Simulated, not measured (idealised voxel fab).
process module | voxel ribs on slabs
cross-section cut | 140 nm wide | cells 5 nm
A cross-section is a grid of square cells, given in bands from the top down. A band is one or more rows of cells.
Each band's line starts with the height of the band's top and of its bottom, in nm. Then come its materials from left to right, each with its width in nm. One material with "throughout" fills the band from edge to edge. "air" is empty space.
Height 0 is the level under which the wafer as received is all one material. The lowest band goes on downwards, as in "0 down".
A width such as "30 to 40" changes by the same amount from each row of cells to the next, from the band's top row to its bottom row.
"no change" after a step means that no cell of the cross-section changed.
closed voids: empty space of 8 cells or more with no open way to the top, each as width x height at its distance from the left edge, in nm
after a step's settings: what the simulator itself notes on the step
overlay nm, on a step with a mask: how far to the right of its planned place the mask lay; to the left if negative
plan
1 op RECEIVE | material Si
2 op DIRECTIONAL_DEP | material SiO2 | thk nm 20
3 op DIRECTIONAL_DEP | material polySi | thk nm 20
4 op DIRECTIONAL_DEP | material aC | thk nm 10
5 op PATTERN | tone cover | mask id RIB | material resist | width nm 20 | thk nm 30 | overlay nm 0
6 op DIRECTIONAL_ETCH | etch materials aC | depth nm 10
7 op STRIP | etch materials resist
8 op DIRECTIONAL_ETCH | etch materials polySi | depth nm 15
9 op STRIP | etch materials aC
10 op MASKED_ETCH | tone cover | mask id SLAB | width nm 50 | etch materials polySi | depth nm 5 | overlay nm 0
11 op FILL_DEP | material SiO2 | thk nm 20
12 op CMP | height nm 55
13 op DIRECTIONAL_DEP | material W | thk nm 10
14 op MASKED_ETCH | tone cover | mask id HEATER | width nm 30 | etch materials W | depth nm 10 | overlay nm 0
15 op CONFORMAL_DEP | material SiN | thk nm 5
as received, after step 1
  0 down: Si throughout
  closed voids: none
first wafer at the end, as planned
  70 to 65: air 50 | SiN 40 | air 50
  65 to 60: air 50 | SiN 5 | W 30 | SiN 5 | air 50
  60 to 55: SiN 55 | W 30 | SiN 55
  55 to 40: SiO2 throughout
  40 to 25: SiO2 60 | polySi 20 | SiO2 60
  25 to 20: SiO2 45 | polySi 50 | SiO2 45
  20 to 0: SiO2 throughout
  0 down: Si throughout
  closed voids: none
second wafer at the end: like start, like plan, one mistake
  70 to 65: air 50 | SiN 40 | air 50
  65 to 60: air 50 | SiN 5 | W 30 | SiN 5 | air 50
  60 to 55: SiN 55 | W 30 | SiN 55
  55 to 40: SiO2 throughout
  40 to 25: SiO2 70 | polySi 20 | SiO2 50
  25 to 20: SiO2 45 | polySi 50 | SiO2 45
  20 to 0: SiO2 throughout
  0 down: Si throughout
  closed voids: none
what went wrong: step 5 ran as: op PATTERN | tone cover | mask id RIB | material resist | width nm 20 | thk nm 30 | overlay nm 10
at the end the second wafer has, in cells: as many of each material as the first, in other places
